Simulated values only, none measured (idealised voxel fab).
voxel ribs on slabs: a process module
The cross-section on display is named cut; it measures 250 nm wide, and its cells are 5 nm squares.
How to read a cross-section here: the picture is a grid of square cells, written as bands going from the top down, and any band can span one or more rows of cells. It is stipulated that each band's entry specify, in nanometres, the height of the top of the band and then that of its bottom, followed by the materials of the band in left-to-right sequence, each together with its width in nanometres. A single material marked by the word "everywhere" is understood to fill the band from edge to edge; the word "air" is understood to denote empty space. The reference from which all heights are counted is 0, the level beneath which the as-received wafer is entirely one material; the lowest band, having no lower bound, proceeds downward and is written after the example "0 and below". Graded width ("30 to 40"): value in top row of band = first number; value in bottom row = second number; row-to-row change constant. When a step is marked "nothing was modified", none of the cells in the cross-section changed during that step. In the "Entrapped void list" entry, you get each enclosed empty space of 8 cells or more, one with no open way to the top, written width x height at distance, distance from the left edge, in nm. Anything after a step's settings on that line? It's the simulator's own note about the step. overlay nm, on a step with a mask: how far to the right of its planned place the mask lay; to the left if negative.

-- Listed below are the process steps as planned
1,op RECEIVE | material Si
2,op DIRECTIONAL_DEP | material SiO2 | thk nm 20
3,op DIRECTIONAL_DEP | material SiN | thk nm 15
4,op PATTERN | tone cover | mask id RIB | material resist | width nm 25 | thk nm 20 | overlay nm 0
5,op DIRECTIONAL_ETCH | etch materials SiN | depth nm 10
6,op STRIP | etch materials resist
7,op PATTERN | tone cover | mask id SLAB | material resist | width nm 55 | thk nm 15 | overlay nm 0
8,op DIRECTIONAL_ETCH | etch materials SiN | depth nm 10
9,op STRIP | etch materials resist
10,op FILL_DEP | material SiO2 | thk nm 15
11,op CMP | height nm 50
12,op DIRECTIONAL_DEP | material TiN | thk nm 10
13,op MASKED_ETCH | tone cover | mask id HEATER | width nm 35 | etch materials TiN | depth nm 10 | overlay nm 0
14,op CONFORMAL_DEP | material SiN | thk nm 10
Wafers differ in thk nm at step 3; plan lists the first wafer's value; identical starting state.

-- The first of several wafers in cross-section, exactly as it reached us after step 1
0 and below: Si everywhere
Entrapped void list: none

-- Below, a row for every wafer. Read it as the end-of-module picture: for each material the wafer shows its cells gained (+) or lost (-) since it was received, and then its closed voids
thk nm 15, +129 SiN, +479 SiO2, +14 TiN, Entrapped void list: none
thk nm 20, +140 SiN, +468 SiO2, +14 TiN, Entrapped void list: none
thk nm 25, +190 SiN, +418 SiO2, +14 TiN, Entrapped void list: none
thk nm 30, +240 SiN, +368 SiO2, +14 TiN, Entrapped void list: none
thk nm 35, +285 SiN, +323 SiO2, +14 TiN, Entrapped void list: none
